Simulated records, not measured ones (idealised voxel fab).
Process module in this document: voxel spacer lines
Cross-sectional view cut (width: 210 nm; square cell size: 5 nm).
This document writes a cross-section as a grid whose cells are square, and gives it as bands, listed from the top down; one or more rows of cells form a band. A band entry consists of two parts. The first gives the height of the band's top and the height of its bottom, in nm. The rest lists the band's materials from left to right, each with its width in nm. A single material labelled with the word "everywhere" fills the band from edge to edge, and the word "blank" marks empty space. All heights in this document are referenced to 0, defined as the level beneath which the wafer, as received, consists entirely of one material. The lowest band is not bounded below; it extends indefinitely downward and is written in the form "from 0 down". It should be noted that a width expressed as "30 to 40" varies in equal increments from row to row of cells within the band, taking the value of the first number at the top row and that of the second number at the bottom row. Given "nothing got changed" for a step, no cell of the cross-section differs between before and after that step. Listed in "Fully sealed voids": every empty space of 8 or more cells without an open way to the top. Form: width x height at distance, the distance being from the left edge, all in nm. On a step's line, text after the settings is the simulator commenting on that step. overlay nm: for a step with a mask, the amount by which the mask lay right of where it was planned; a negative amount means left of it.
# The steps planned for the process are as follows
1,RECEIVE with material Si
2,CONFORMAL_DEP with material Al2O3, thk nm 10
3,DIRECTIONAL_DEP with material TiN, thk nm 10
4,DIRECTIONAL_DEP with material polySi, thk nm 30
5,PATTERN with tone cover, mask id MANDREL, material resist, width nm 15, pitch nm 50, thk nm 40, overlay nm 0
6,DIRECTIONAL_ETCH with etch materials polySi, depth nm 30
7,STRIP with etch materials resist
8,CONFORMAL_DEP with material SiO2, thk nm 10
9,DIRECTIONAL_ETCH with etch materials SiO2, depth nm 10
10,STRIP with etch materials polySi
11,DIRECTIONAL_ETCH with etch materials TiN, depth nm 10
12,STRIP with etch materials SiO2
# As received (post step 1): cross-section
* from 0 down  Si everywhere
* Fully sealed voids: none
# Starting wafer: above. Plan: above. Run: one mistake. Cross-section after the module: below
* from 20 to 10  blank: 35; TiN: 35; blank: 15; TiN: 35; blank: 15; TiN: 35; blank: 40
* from 10 to 0  Al2O3 everywhere
* from 0 down  Si everywhere
* Fully sealed voids: none
Run error: mixed up steps 10 and 11 - ran each in the other's place
